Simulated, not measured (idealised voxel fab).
A process module follows: voxel capacitor over wiring.
Cross-sectional view cut (width: 265 nm; square cell size: 5 nm).
How to read a cross-section here: the picture is a grid of square cells, written as bands going from the top down, and any band can span one or more rows of cells. Band entry format. Leading values: height of top, height of bottom, nm. Remainder: materials in left-to-right order, each with its width in nm. Special words: "everywhere" on a single material, which then fills the band edge to edge; "air", empty space. A quick word on heights: they are counted from 0, and under that level the wafer as it came to us is one material throughout. The lowest band is different from the rest in having no bottom; it simply continues downward, written as in "0..down". A width given as "30..40" starts at the first number in the band's top row and ends at the second number in its bottom row, shifting by an equal amount at every step from row to row. What does "no alterations made" mean for a step? It means no cell of the cross-section changed in that step. Heads up: "Enclosed cavity list" only lists the empty pockets with no open path to the top that are 8 cells or more, and it writes them as width x height at distance, distance from the left edge, in nm. Heads up: the bit after the settings on a step's line is the simulator's remark on that step. The line of a step may include "overlay nm". On a step with a mask, this value is how far to the right of its planned place the mask lay. A negative value means the mask lay to the left. Structure of the following material. The material consists of pairs of cross-sections. Each pair comprises the cross-section before one process step and the cross-section after that step, the latter shown only down to the lowest band that changed. The step between the cross-sections is specified beneath each pair, including its settings. Pairs are not necessarily consecutive: they may derive from different runs of this module performed on the same starting wafer. Continuity with the pair above is to be assumed only where the entry headed "Geometry before processing" of the pair in question states it.

**Geometry before processing**
> 0..down | Si everywhere
> Enclosed cavity list: none

**Post-Step Section View**
> 10..0 | SiO2 everywhere
> Rest of section, below 0: as before.
> Enclosed cavity list: none
Process step separating the two views above: CONFORMAL_DEP,material SiO2,thk nm 10

Geometry before processing: the cross-section after the pair above

**Post-Step Section View**
> 15..10 | TiN everywhere
> Rest of section, below 10: as before.
> Enclosed cavity list: none
Process step separating the two views above: DIRECTIONAL_DEP,material TiN,thk nm 5

Geometry before processing: the cross-section after the pair above

**Post-Step Section View**
> 35..15 | W everywhere
> Rest of section, below 15: as before.
> Enclosed cavity list: none
Process step separating the two views above: DIRECTIONAL_DEP,material W,thk nm 20

Geometry before processing: the cross-section after the pair above

**Post-Step Section View**
> 55..35 | 80 air  25 resist  50 air  25 resist  85 air
> Rest of section, below 35: as before.
> Enclosed cavity list: none
Process step separating the two views above: PATTERN,tone cover,mask id METAL_1,material resist,width nm 25,pitch nm 75,thk nm 20,overlay nm 0

Geometry before processing: the cross-section after the pair above

**Post-Step Section View**
> 55..35 | 80 air  25 resist  50 air  25 resist  85 air
> 35..15 | 80 air  25 W  50 air  25 W  85 air
> Rest of section, below 15: as before.
> Enclosed cavity list: none
Process step separating the two views above: DIRECTIONAL_ETCH,etch materials W,depth nm 20

Geometry before processing: the cross-section after the pair above

**Post-Step Section View**
> 55..35 | 80 air  25 resist  50 air  25 resist  85 air
> 35..15 | 80 air  25 W  50 air  25 W  85 air
> 15..10 | 80 air  25 TiN  50 air  25 TiN  85 air
> Rest of section, below 10: as before.
> Enclosed cavity list: none
Process step separating the two views above: DIRECTIONAL_ETCH,etch materials TiN,depth nm 5

Geometry before processing: the cross-section after the pair above

**Post-Step Section View**
> 35..15 | 80 air  25 W  50 air  25 W  85 air
> Rest of section, below 15: as before.
> Enclosed cavity list: none
Process step separating the two views above: STRIP,etch materials resist

Geometry before processing: the cross-section after the pair above

**Post-Step Section View**
> 45..35 | lowk everywhere
> 35..15 | 80 lowk  25 W  50 lowk  25 W  85 lowk
> 15..10 | 80 lowk  25 TiN  50 lowk  25 TiN  85 lowk
> Rest of section, below 10: as before.
> Enclosed cavity list: none
Process step separating the two views above: FILL_DEP,material lowk,thk nm 10

Geometry before processing: the cross-section after the pair above

**Post-Step Section View**
> 35..15 | 80 lowk  25 W  50 lowk  25 W  85 lowk
> Rest of section, below 15: as before.
> Enclosed cavity list: none
Process step separating the two views above: CMP,height nm 35

Geometry before processing: the cross-section after the pair above

**Post-Step Section View**
> 40..35 | SiCN everywhere
> Rest of section, below 35: as before.
> Enclosed cavity list: none
Process step separating the two views above: CONFORMAL_DEP,material SiCN,thk nm 5

Geometry before processing: the cross-section after the pair above

**Post-Step Section View**
> 60..40 | lowk everywhere
> Rest of section, below 40: as before.
> Enclosed cavity list: none
Process step separating the two views above: DIRECTIONAL_DEP,material lowk,thk nm 20

Geometry before processing: the cross-section after the pair above

**Post-Step Section View**
> 75..60 | aC everywhere
> Rest of section, below 60: as before.
> Enclosed cavity list: none
Process step separating the two views above: DIRECTIONAL_DEP,material aC,thk nm 15

Geometry before processing: the cross-section after the pair above

**Post-Step Section View**
> 105..75 | 90 resist  15 air  160 resist
> Rest of section, below 75: as before.
> Enclosed cavity list: none
Process step separating the two views above: PATTERN,tone open,mask id PLUG_1,material resist,width nm 15,thk nm 30,overlay nm 0

Geometry before processing: the cross-section after the pair above

**Post-Step Section View**
> 90..75 | 90 resist  15 air  160 resist
> 75..60 | 90 aC  15 air  160 aC
> Rest of section, below 60: as before.
> Enclosed cavity list: none
Process step separating the two views above: DIRECTIONAL_ETCH,etch materials aC,depth nm 15

Geometry before processing: the cross-section after the pair above

**Post-Step Section View**
> 75..60 | 90 aC  15 air  160 aC
> Rest of section, below 60: as before.
> Enclosed cavity list: none
Process step separating the two views above: STRIP,etch materials resist

Geometry before processing: the cross-section after the pair above

**Post-Step Section View**
> 75..60 | 90 aC  15 air  160 aC
> 60..40 | 90 lowk  15 air  160 lowk
> Rest of section, below 40: as before.
> Enclosed cavity list: none
Process step separating the two views above: DIRECTIONAL_ETCH,etch materials lowk,depth nm 20

Geometry before processing: the cross-section after the pair above

**Post-Step Section View**
> 75..60 | 90 aC  15 air  160 aC
> 60..40 | 90 lowk  15 air  160 lowk
> 40..35 | 90 SiCN  15 air  160 SiCN
> Rest of section, below 35: as before.
> Enclosed cavity list: none
Process step separating the two views above: DIRECTIONAL_ETCH,etch materials SiCN,depth nm 5

Geometry before processing: the cross-section after the pair above

**Post-Step Section View**
> 60..40 | 90 lowk  15 air  160 lowk
> Rest of section, below 40: as before.
> Enclosed cavity list: none
Process step separating the two views above: STRIP,etch materials aC

Geometry before processing: the cross-section after the pair above

**Post-Step Section View**
> 60..45 | 90 lowk  15 air  160 lowk
> 45..40 | 90 lowk  15 Ru  160 lowk
> 40..35 | 90 SiCN  15 Ru  160 SiCN
> Rest of section, below 35: as before.
> Enclosed cavity list: none
Process step separating the two views above: EPI,material Ru,thk nm 10

Geometry before processing: the cross-section after the pair above

**Post-Step Section View**
> 60..55 | 90 lowk  15 air  160 lowk
> 55..40 | 90 lowk  15 Ru  160 lowk
> Rest of section, below 40: as before.
> Enclosed cavity list: none
Process step separating the two views above: EPI,material Ru,thk nm 10

Geometry before processing: the cross-section after the pair above

**Post-Step Section View**
> 60..40 | 90 lowk  15 Ru  160 lowk
> Rest of section, below 40: as before.
> Enclosed cavity list: none
Process step separating the two views above: EPI,material Ru,thk nm 5

Geometry before processing: the cross-section after the pair above

**Post-Step Section View**
> 65..60 | TiN everywhere
> Rest of section, below 60: as before.
> Enclosed cavity list: none
Process step separating the two views above: DIRECTIONAL_DEP,material TiN,thk nm 5

Geometry before processing: the cross-section after the pair above

**Post-Step Section View**
> 70..65 | SiN everywhere
> Rest of section, below 65: as before.
> Enclosed cavity list: none
Process step separating the two views above: DIRECTIONAL_DEP,material SiN,thk nm 5

Geometry before processing: the cross-section after the pair above

**Post-Step Section View**
> 80..70 | TiN everywhere
> Rest of section, below 70: as before.
> Enclosed cavity list: none
Process step separating the two views above: DIRECTIONAL_DEP,material TiN,thk nm 10

Geometry before processing: the cross-section after the pair above

**Post-Step Section View**
> 95..80 | aC everywhere
> Rest of section, below 80: as before.
> Enclosed cavity list: none
Process step separating the two views above: DIRECTIONAL_DEP,material aC,thk nm 15

Geometry before processing: the cross-section after the pair above

**Post-Step Section View**
> 125..95 | 90 air  55 resist  120 air
> Rest of section, below 95: as before.
> Enclosed cavity list: none
Process step separating the two views above: PATTERN,tone cover,mask id UPPER_PLATE,material resist,width nm 55,thk nm 30,overlay nm 0

Geometry before processing: the cross-section after the pair above

**Post-Step Section View**
> 110..95 | 90 air  55 resist  120 air
> 95..80 | 90 air  55 aC  120 air
> Rest of section, below 80: as before.
> Enclosed cavity list: none
Process step separating the two views above: DIRECTIONAL_ETCH,etch materials aC,depth nm 15

Geometry before processing: the cross-section after the pair above

**Post-Step Section View**
> 95..80 | 90 air  55 aC  120 air
> Rest of section, below 80: as before.
> Enclosed cavity list: none
Process step separating the two views above: STRIP,etch materials resist

Geometry before processing: the cross-section after the pair above

**Post-Step Section View**
> 95..80 | 90 air  55 aC  120 air
> 80..70 | 90 air  55 TiN  120 air
> Rest of section, below 70: as before.
> Enclosed cavity list: none
Process step separating the two views above: DIRECTIONAL_ETCH,etch materials TiN,depth nm 10

Geometry before processing: the cross-section after the pair above

**Post-Step Section View**
> 95..80 | 90 air  55 aC  120 air
> 80..70 | 90 air  55 TiN  120 air
> 70..65 | 90 air  55 SiN  120 air
> Rest of section, below 65: as before.
> Enclosed cavity list: none
Process step separating the two views above: DIRECTIONAL_ETCH,etch materials SiN,depth nm 5

Geometry before processing: the cross-section after the pair above

**Post-Step Section View**
> 80..70 | 90 air  55 TiN  120 air
> Rest of section, below 70: as before.
> Enclosed cavity list: none
Process step separating the two views above: STRIP,etch materials aC

Geometry before processing: the cross-section after the pair above

**Post-Step Section View**
> 80..70 | 90 air  55 TiN  120 air
> 70..65 | 90 air  55 SiN  120 air
> 65..60 | 85 air  65 TiN  115 air
> Rest of section, below 60: as before.
> Enclosed cavity list: none
Process step separating the two views above: MASKED_ETCH,tone cover,mask id LOWER_PLATE,width nm 65,etch materials TiN,depth nm 5,overlay nm 0

Geometry before processing: the cross-section after the pair above

**Post-Step Section View**
> 95..80 | SiO2 everywhere
> 80..70 | 90 SiO2  55 TiN  120 SiO2
> 70..65 | 90 SiO2  55 SiN  120 SiO2
> 65..60 | 85 SiO2  65 TiN  115 SiO2
> Rest of section, below 60: as before.
> Enclosed cavity list: none
Process step separating the two views above: FILL_DEP,material SiO2,thk nm 15

Geometry before processing: the cross-section after the pair above

**Post-Step Section View**
> 90..80 | SiO2 everywhere
> Rest of section, below 80: as before.
> Enclosed cavity list: none
Process step separating the two views above: CMP,height nm 90

Geometry before processing: the cross-section after the pair above

**Post-Step Section View**
> 105..90 | aC everywhere
> Rest of section, below 90: as before.
> Enclosed cavity list: none
Process step separating the two views above: DIRECTIONAL_DEP,material aC,thk nm 15

Geometry before processing: the cross-section after the pair above

**Post-Step Section View**
> 135..105 | 100 resist  15 air  150 resist
> Rest of section, below 105: as before.
> Enclosed cavity list: none
Process step separating the two views above: PATTERN,tone open,mask id PLUG_2,material resist,width nm 15,thk nm 30,overlay nm 0

Geometry before processing: the cross-section after the pair above

**Post-Step Section View**
> 120..105 | 100 resist  15 air  150 resist
> 105..90 | 100 aC  15 air  150 aC
> Rest of section, below 90: as before.
> Enclosed cavity list: none
Process step separating the two views above: DIRECTIONAL_ETCH,etch materials aC,depth nm 15

Geometry before processing: the cross-section after the pair above

**Post-Step Section View**
> 105..90 | 100 aC  15 air  150 aC
> Rest of section, below 90: as before.
> Enclosed cavity list: none
Process step separating the two views above: STRIP,etch materials resist

Geometry before processing: the cross-section after the pair above

**Post-Step Section View**
> 105..90 | 100 aC  15 air  150 aC
> 90..80 | 100 SiO2  15 air  150 SiO2
> Rest of section, below 80: as before.
> Enclosed cavity list: none
Process step separating the two views above: DIRECTIONAL_ETCH,etch materials SiO2,depth nm 10

Geometry before processing: the cross-section after the pair above

**Post-Step Section View**
> 90..80 | 100 SiO2  15 air  150 SiO2
> Rest of section, below 80: as before.
> Enclosed cavity list: none
Process step separating the two views above: STRIP,etch materials aC

Geometry before processing: the cross-section after the pair above

**Post-Step Section View**
> 95..90 | 105 TiN  5 air  155 TiN
> 90..85 | 100 SiO2  5 TiN  5 air  5 TiN  150 SiO2
> 85..80 | 100 SiO2  15 TiN  150 SiO2
> Rest of section, below 80: as before.
> Enclosed cavity list: none
Process step separating the two views above: CONFORMAL_DEP,material TiN,thk nm 5

Geometry before processing: the cross-section after the pair above

**Post-Step Section View**
> 105..95 | W everywhere
> 95..90 | 105 TiN  5 W  155 TiN
> 90..85 | 100 SiO2  5 TiN  5 W  5 TiN  150 SiO2
> Rest of section, below 85: as before.
> Enclosed cavity list: none
Process step separating the two views above: FILL_DEP,material W,thk nm 10

Geometry before processing: the cross-section after the pair above

**Post-Step Section View**
> 90..85 | 100 SiO2  5 TiN  5 W  5 TiN  150 SiO2
> Rest of section, below 85: as before.
> Enclosed cavity list: none
Process step separating the two views above: CMP,height nm 90

Geometry before processing: the cross-section after the pair above

**Post-Step Section View**
> 95..90 | SiCN everywhere
> Rest of section, below 90: as before.
> Enclosed cavity list: none
Process step separating the two views above: CONFORMAL_DEP,material SiCN,thk nm 5

**Geometry before processing**
> 60..40 | 90 lowk  15 Ru  160 lowk
> 40..35 | 90 SiCN  15 Ru  160 SiCN
> 35..15 | 80 lowk  25 W  50 lowk  25 W  85 lowk
> 15..10 | 80 lowk  25 TiN  50 lowk  25 TiN  85 lowk
> 10..0 | SiO2 everywhere
> 0..down | Si everywhere
> Enclosed cavity list: none

**Post-Step Section View**
> 65..60 | SiN everywhere
> Rest of section, below 60: as before.
> Enclosed cavity list: none
Process step separating the two views above: DIRECTIONAL_DEP,material SiN,thk nm 5

Geometry before processing: the cross-section after the pair above

**Post-Step Section View**
> 75..65 | TiN everywhere
> Rest of section, below 65: as before.
> Enclosed cavity list: none
Process step separating the two views above: DIRECTIONAL_DEP,material TiN,thk nm 10

Geometry before processing: the cross-section after the pair above

**Post-Step Section View**
> 90..75 | aC everywhere
> Rest of section, below 75: as before.
> Enclosed cavity list: none
Process step separating the two views above: DIRECTIONAL_DEP,material aC,thk nm 15

Geometry before processing: the cross-section after the pair above

**Post-Step Section View**
> 120..90 | 90 air  55 resist  120 air
> Rest of section, below 90: as before.
> Enclosed cavity list: none
Process step separating the two views above: PATTERN,tone cover,mask id UPPER_PLATE,material resist,width nm 55,thk nm 30,overlay nm 0

Geometry before processing: the cross-section after the pair above

**Post-Step Section View**
> 105..90 | 90 air  55 resist  120 air
> 90..75 | 90 air  55 aC  120 air
> Rest of section, below 75: as before.
> Enclosed cavity list: none
Process step separating the two views above: DIRECTIONAL_ETCH,etch materials aC,depth nm 15

Geometry before processing: the cross-section after the pair above

**Post-Step Section View**
> 90..75 | 90 air  55 aC  120 air
> Rest of section, below 75: as before.
> Enclosed cavity list: none
Process step separating the two views above: STRIP,etch materials resist

Geometry before processing: the cross-section after the pair above

**Post-Step Section View**
> 90..75 | 90 air  55 aC  120 air
> 75..65 | 90 air  55 TiN  120 air
> Rest of section, below 65: as before.
> Enclosed cavity list: none
Process step separating the two views above: DIRECTIONAL_ETCH,etch materials TiN,depth nm 10

Geometry before processing: the cross-section after the pair above

**Post-Step Section View**
> 90..75 | 90 air  55 aC  120 air
> 75..65 | 90 air  55 TiN  120 air
> 65..60 | 90 air  55 SiN  120 air
> Rest of section, below 60: as before.
> Enclosed cavity list: none
Process step separating the two views above: DIRECTIONAL_ETCH,etch materials SiN,depth nm 5

Geometry before processing: the cross-section after the pair above

**Post-Step Section View**
> 75..65 | 90 air  55 TiN  120 air
> Rest of section, below 65: as before.
> Enclosed cavity list: none
Process step separating the two views above: STRIP,etch materials aC

Geometry before processing: the cross-section after the pair above

**Post-Step Section View**
> 90..75 | SiO2 everywhere
> 75..65 | 90 SiO2  55 TiN  120 SiO2
> 65..60 | 90 SiO2  55 SiN  120 SiO2
> Rest of section, below 60: as before.
> Enclosed cavity list: none
Process step separating the two views above: FILL_DEP,material SiO2,thk nm 15

Geometry before processing: the cross-section after the pair above

**Post-Step Section View**
> 105..90 | aC everywhere
> Rest of section, below 90: as before.
> Enclosed cavity list: none
Process step separating the two views above: DIRECTIONAL_DEP,material aC,thk nm 15

Geometry before processing: the cross-section after the pair above

**Post-Step Section View**
> 135..105 | 100 resist  15 air  150 resist
> Rest of section, below 105: as before.
> Enclosed cavity list: none
Process step separating the two views above: PATTERN,tone open,mask id PLUG_2,material resist,width nm 15,thk nm 30,overlay nm 0

Geometry before processing: the cross-section after the pair above

**Post-Step Section View**
> 120..105 | 100 resist  15 air  150 resist
> 105..90 | 100 aC  15 air  150 aC
> Rest of section, below 90: as before.
> Enclosed cavity list: none
Process step separating the two views above: DIRECTIONAL_ETCH,etch materials aC,depth nm 15

Geometry before processing: the cross-section after the pair above

**Post-Step Section View**
> 105..90 | 100 aC  15 air  150 aC
> Rest of section, below 90: as before.
> Enclosed cavity list: none
Process step separating the two views above: STRIP,etch materials resist

Geometry before processing: the cross-section after the pair above

**Post-Step Section View**
> 105..90 | 100 aC  15 air  150 aC
> 90..80 | 100 SiO2  15 air  150 SiO2
> Rest of section, below 80: as before.
> Enclosed cavity list: none
Process step separating the two views above: DIRECTIONAL_ETCH,etch materials SiO2,depth nm 10

Geometry before processing: the cross-section after the pair above

**Post-Step Section View**
> 90..80 | 100 SiO2  15 air  150 SiO2
> Rest of section, below 80: as before.
> Enclosed cavity list: none
Process step separating the two views above: STRIP,etch materials aC

Geometry before processing: the cross-section after the pair above

**Post-Step Section View**
> 95..90 | 105 TiN  5 air  155 TiN
> 90..85 | 100 SiO2  5 TiN  5 air  5 TiN  150 SiO2
> 85..80 | 100 SiO2  15 TiN  150 SiO2
> Rest of section, below 80: as before.
> Enclosed cavity list: none
Process step separating the two views above: CONFORMAL_DEP,material TiN,thk nm 5

Geometry before processing: the cross-section after the pair above

**Post-Step Section View**
> 105..95 | W everywhere
> 95..90 | 105 TiN  5 W  155 TiN
> 90..85 | 100 SiO2  5 TiN  5 W  5 TiN  150 SiO2
> Rest of section, below 85: as before.
> Enclosed cavity list: none
Process step separating the two views above: FILL_DEP,material W,thk nm 10

Geometry before processing: the cross-section after the pair above

**Post-Step Section View**
> 90..85 | 100 SiO2  5 TiN  5 W  5 TiN  150 SiO2
> Rest of section, below 85: as before.
> Enclosed cavity list: none
Process step separating the two views above: CMP,height nm 90

Geometry before processing: the cross-section after the pair above

**Post-Step Section View**
> 95..90 | SiCN everywhere
> Rest of section, below 90: as before.
> Enclosed cavity list: none
Process step separating the two views above: CONFORMAL_DEP,material SiCN,thk nm 5

**Geometry before processing**
> 60..55 | 90 lowk  15 air  160 lowk
> 55..40 | 90 lowk  15 Ru  160 lowk
> 40..35 | 90 SiCN  15 Ru  160 SiCN
> 35..15 | 80 lowk  25 W  50 lowk  25 W  85 lowk
> 15..10 | 80 lowk  25 TiN  50 lowk  25 TiN  85 lowk
> 10..0 | SiO2 everywhere
> 0..down | Si everywhere
> Enclosed cavity list: none

**Post-Step Section View**
> 65..60 | 85 air  25 Ru  155 air
> 60..40 | 90 lowk  15 Ru  160 lowk
> Rest of section, below 40: as before.
> Enclosed cavity list: none
Process step separating the two views above: EPI,material Ru,thk nm 10

Geometry before processing: the cross-section after the pair above

**Post-Step Section View**
> 70..60 | 80 air  35 Ru  150 air
> Rest of section, below 60: as before.
> Enclosed cavity list: none
Process step separating the two views above: EPI,material Ru,thk nm 5

Geometry before processing: the cross-section after the pair above

**Post-Step Section View**
> 75..70 | 80 air  35 TiN  150 air
> 70..65 | 80 air  35 Ru  150 air
> 65..60 | 80 TiN  35 Ru  150 TiN
> Rest of section, below 60: as before.
> Enclosed cavity list: none
Process step separating the two views above: DIRECTIONAL_DEP,material TiN,thk nm 5

Geometry before processing: the cross-section after the pair above

**Post-Step Section View**
> 80..75 | 80 air  35 SiN  150 air
> 75..70 | 80 air  35 TiN  150 air
> 70..65 | 80 SiN  35 Ru  150 SiN
> Rest of section, below 65: as before.
> Enclosed cavity list: none
Process step separating the two views above: DIRECTIONAL_DEP,material SiN,thk nm 5

Geometry before processing: the cross-section after the pair above

**Post-Step Section View**
> 90..80 | 80 air  35 TiN  150 air
> 80..75 | 80 TiN  35 SiN  150 TiN
> 75..70 | TiN everywhere
> Rest of section, below 70: as before.
> Enclosed cavity list: none
Process step separating the two views above: DIRECTIONAL_DEP,material TiN,thk nm 10

Geometry before processing: the cross-section after the pair above

**Post-Step Section View**
> 105..95 | 80 air  35 aC  150 air
> 95..90 | aC everywhere
> 90..80 | 80 aC  35 TiN  150 aC
> Rest of section, below 80: as before.
> Enclosed cavity list: none
Process step separating the two views above: DIRECTIONAL_DEP,material aC,thk nm 15

Geometry before processing: the cross-section after the pair above

**Post-Step Section View**
> 135..105 | 90 air  55 resist  120 air
> 105..95 | 80 air  35 aC  30 resist  120 air
> Rest of section, below 95: as before.
> Enclosed cavity list: none
Process step separating the two views above: PATTERN,tone cover,mask id UPPER_PLATE,material resist,width nm 55,thk nm 30,overlay nm 0

Geometry before processing: the cross-section after the pair above

**Post-Step Section View**
> 120..105 | 90 air  55 resist  120 air
> 105..95 | 90 air  25 aC  30 resist  120 air
> 95..90 | 90 air  55 aC  120 air
> 90..80 | 80 air  35 TiN  30 aC  120 air
> Rest of section, below 80: as before.
> Enclosed cavity list: none
Process step separating the two views above: DIRECTIONAL_ETCH,etch materials aC,depth nm 15

Geometry before processing: the cross-section after the pair above

**Post-Step Section View**
> 105..95 | 90 air  25 aC  150 air
> Rest of section, below 95: as before.
> Enclosed cavity list: none
Process step separating the two views above: STRIP,etch materials resist

Geometry before processing: the cross-section after the pair above

**Post-Step Section View**
> 105..95 | 90 air  25 aC  150 air
> 95..90 | 90 air  55 aC  120 air
> 90..80 | 90 air  25 TiN  30 aC  120 air
> 80..75 | 80 air  35 SiN  30 TiN  120 air
> 75..70 | 80 air  65 TiN  120 air
> Rest of section, below 70: as before.
> Enclosed cavity list: none
Process step separating the two views above: DIRECTIONAL_ETCH,etch materials TiN,depth nm 10

Geometry before processing: the cross-section after the pair above

**Post-Step Section View**
> 105..95 | 90 air  25 aC  150 air
> 95..90 | 90 air  55 aC  120 air
> 90..80 | 90 air  25 TiN  30 aC  120 air
> 80..75 | 90 air  25 SiN  30 TiN  120 air
> 75..70 | 80 air  65 TiN  120 air
> 70..65 | 80 air  35 Ru  30 SiN  120 air
> Rest of section, below 65: as before.
> Enclosed cavity list: none
Process step separating the two views above: DIRECTIONAL_ETCH,etch materials SiN,depth nm 5

Geometry before processing: the cross-section after the pair above

**Post-Step Section View**
> 90..80 | 90 air  25 TiN  150 air
> Rest of section, below 80: as before.
> Enclosed cavity list: none
Process step separating the two views above: STRIP,etch materials aC

Geometry before processing: the cross-section after the pair above

**Post-Step Section View**
> 90..80 | 90 air  25 TiN  150 air
> 80..75 | 90 air  25 SiN  30 TiN  120 air
> 75..70 | 85 air  60 TiN  120 air
> 70..65 | 80 air  35 Ru  30 SiN  120 air
> 65..60 | 80 air  35 Ru  35 TiN  115 air
> Rest of section, below 60: as before.
> Enclosed cavity list: none
Process step separating the two views above: MASKED_ETCH,tone cover,mask id LOWER_PLATE,width nm 65,etch materials TiN,depth nm 5,overlay nm 0

Geometry before processing: the cross-section after the pair above

**Post-Step Section View**
> 105..90 | SiO2 everywhere
> 90..80 | 90 SiO2  25 TiN  150 SiO2
> 80..75 | 90 SiO2  25 SiN  30 TiN  120 SiO2
> 75..70 | 85 SiO2  60 TiN  120 SiO2
> 70..65 | 80 SiO2  35 Ru  30 SiN  120 SiO2
> 65..60 | 80 SiO2  35 Ru  35 TiN  115 SiO2
> Rest of section, below 60: as before.
> Enclosed cavity list: none
Process step separating the two views above: FILL_DEP,material SiO2,thk nm 15

Geometry before processing: the cross-section after the pair above

**Post-Step Section View**
> 90..80 | 90 SiO2  25 TiN  150 SiO2
> Rest of section, below 80: as before.
> Enclosed cavity list: none
Process step separating the two views above: CMP,height nm 90

Geometry before processing: the cross-section after the pair above

**Post-Step Section View**
> 105..90 | aC everywhere
> Rest of section, below 90: as before.
> Enclosed cavity list: none
Process step separating the two views above: DIRECTIONAL_DEP,material aC,thk nm 15

Geometry before processing: the cross-section after the pair above

**Post-Step Section View**
> 135..105 | 100 resist  15 air  150 resist
> Rest of section, below 105: as before.
> Enclosed cavity list: none
Process step separating the two views above: PATTERN,tone open,mask id PLUG_2,material resist,width nm 15,thk nm 30,overlay nm 0

Geometry before processing: the cross-section after the pair above

**Post-Step Section View**
> 120..105 | 100 resist  15 air  150 resist
> 105..90 | 100 aC  15 air  150 aC
> Rest of section, below 90: as before.
> Enclosed cavity list: none
Process step separating the two views above: DIRECTIONAL_ETCH,etch materials aC,depth nm 15

Geometry before processing: the cross-section after the pair above

**Post-Step Section View**
> 105..90 | 100 aC  15 air  150 aC
> Rest of section, below 90: as before.
> Enclosed cavity list: none
Process step separating the two views above: STRIP,etch materials resist

Geometry before processing: the cross-section after the pair above

**Post-Step Section View**
> 90..80 | 90 SiO2  25 TiN  150 SiO2
> Rest of section, below 80: as before.
> Enclosed cavity list: none
Process step separating the two views above: STRIP,etch materials aC

Geometry before processing: the cross-section after the pair above

**Post-Step Section View**
> 95..90 | TiN everywhere
> Rest of section, below 90: as before.
> Enclosed cavity list: none
Process step separating the two views above: CONFORMAL_DEP,material TiN,thk nm 5

Geometry before processing: the cross-section after the pair above

**Post-Step Section View**
> 105..95 | W everywhere
> Rest of section, below 95: as before.
> Enclosed cavity list: none
Process step separating the two views above: FILL_DEP,material W,thk nm 10

Geometry before processing: the cross-section after the pair above

**Post-Step Section View**
> 90..80 | 90 SiO2  25 TiN  150 SiO2
> Rest of section, below 80: as before.
> Enclosed cavity list: none
Process step separating the two views above: CMP,height nm 90

Geometry before processing: the cross-section after the pair above

**Post-Step Section View**
> 95..90 | SiCN everywhere
> Rest of section, below 90: as before.
> Enclosed cavity list: none
Process step separating the two views above: CONFORMAL_DEP,material SiCN,thk nm 5

**Geometry before processing**
> 35..15 | 80 lowk  25 W  50 lowk  25 W  85 lowk
> 15..10 | 80 lowk  25 TiN  50 lowk  25 TiN  85 lowk
> 10..0 | SiO2 everywhere
> 0..down | Si everywhere
> Enclosed cavity list: none

**Post-Step Section View**
> 55..35 | lowk everywhere
> Rest of section, below 35: as before.
> Enclosed cavity list: none
Process step separating the two views above: DIRECTIONAL_DEP,material lowk,thk nm 20

Geometry before processing: the cross-section after the pair above

**Post-Step Section View**
> 60..55 | SiCN everywhere
> Rest of section, below 55: as before.
> Enclosed cavity list: none
Process step separating the two views above: CONFORMAL_DEP,material SiCN,thk nm 5

Geometry before processing: the cross-section after the pair above

**Post-Step Section View**
> 75..60 | aC everywhere
> Rest of section, below 60: as before.
> Enclosed cavity list: none
Process step separating the two views above: DIRECTIONAL_DEP,material aC,thk nm 15

Geometry before processing: the cross-section after the pair above

**Post-Step Section View**
> 105..75 | 90 resist  15 air  160 resist
> Rest of section, below 75: as before.
> Enclosed cavity list: none
Process step separating the two views above: PATTERN,tone open,mask id PLUG_1,material resist,width nm 15,thk nm 30,overlay nm 0

Geometry before processing: the cross-section after the pair above

**Post-Step Section View**
> 90..75 | 90 resist  15 air  160 resist
> 75..60 | 90 aC  15 air  160 aC
> Rest of section, below 60: as before.
> Enclosed cavity list: none
Process step separating the two views above: DIRECTIONAL_ETCH,etch materials aC,depth nm 15

Geometry before processing: the cross-section after the pair above

**Post-Step Section View**
> 75..60 | 90 aC  15 air  160 aC
> Rest of section, below 60: as before.
> Enclosed cavity list: none
Process step separating the two views above: STRIP,etch materials resist

Geometry before processing: the cross-section after the pair above

**Post-Step Section View**
> 75..60 | 90 aC  15 air  160 aC
> 60..55 | 90 SiCN  15 air  160 SiCN
> Rest of section, below 55: as before.
> Enclosed cavity list: none
Process step separating the two views above: DIRECTIONAL_ETCH,etch materials SiCN,depth nm 5

Geometry before processing: the cross-section after the pair above

**Post-Step Section View**
> 60..55 | 90 SiCN  15 air  160 SiCN
> Rest of section, below 55: as before.
> Enclosed cavity list: none
Process step separating the two views above: STRIP,etch materials aC

Geometry before processing: the cross-section after the pair above

**Post-Step Section View**
> 65..60 | 90 TiN  15 air  160 TiN
> 60..55 | 90 SiCN  15 TiN  160 SiCN
> Rest of section, below 55: as before.
> Enclosed cavity list: none
Process step separating the two views above: DIRECTIONAL_DEP,material TiN,thk nm 5

Geometry before processing: the cross-section after the pair above

**Post-Step Section View**
> 70..65 | 90 SiN  15 air  160 SiN
> 65..60 | 90 TiN  15 SiN  160 TiN
> Rest of section, below 60: as before.
> Enclosed cavity list: none
Process step separating the two views above: DIRECTIONAL_DEP,material SiN,thk nm 5

Geometry before processing: the cross-section after the pair above

**Post-Step Section View**
> 80..75 | 90 TiN  15 air  160 TiN
> 75..70 | TiN everywhere
> 70..65 | 90 SiN  15 TiN  160 SiN
> Rest of section, below 65: as before.
> Enclosed cavity list: none
Process step separating the two views above: DIRECTIONAL_DEP,material TiN,thk nm 10

Geometry before processing: the cross-section after the pair above

**Post-Step Section View**
> 95..90 | 90 aC  15 air  160 aC
> 90..80 | aC everywhere
> 80..75 | 90 TiN  15 aC  160 TiN
> Rest of section, below 75: as before.
> Enclosed cavity list: none
Process step separating the two views above: DIRECTIONAL_DEP,material aC,thk nm 15

Geometry before processing: the cross-section after the pair above

**Post-Step Section View**
> 125..95 | 90 air  55 resist  120 air
> 95..90 | 90 aC  15 resist  160 aC
> Rest of section, below 90: as before.
> Enclosed cavity list: none
Process step separating the two views above: PATTERN,tone cover,mask id UPPER_PLATE,material resist,width nm 55,thk nm 30,overlay nm 0

Geometry before processing: the cross-section after the pair above

**Post-Step Section View**
> 110..95 | 90 air  55 resist  120 air
> 95..90 | 90 air  15 resist  40 aC  120 air
> 90..80 | 90 air  55 aC  120 air
> Rest of section, below 80: as before.
> Enclosed cavity list: none
Process step separating the two views above: DIRECTIONAL_ETCH,etch materials aC,depth nm 15

Geometry before processing: the cross-section after the pair above

**Post-Step Section View**
> 95..90 | 105 air  40 aC  120 air
> Rest of section, below 90: as before.
> Enclosed cavity list: none
Process step separating the two views above: STRIP,etch materials resist

Geometry before processing: the cross-section after the pair above

**Post-Step Section View**
> 95..90 | 105 air  40 aC  120 air
> 90..80 | 90 air  55 aC  120 air
> 80..75 | 90 air  15 aC  40 TiN  120 air
> 75..70 | 90 air  55 TiN  120 air
> Rest of section, below 70: as before.
> Enclosed cavity list: none
Process step separating the two views above: DIRECTIONAL_ETCH,etch materials TiN,depth nm 10
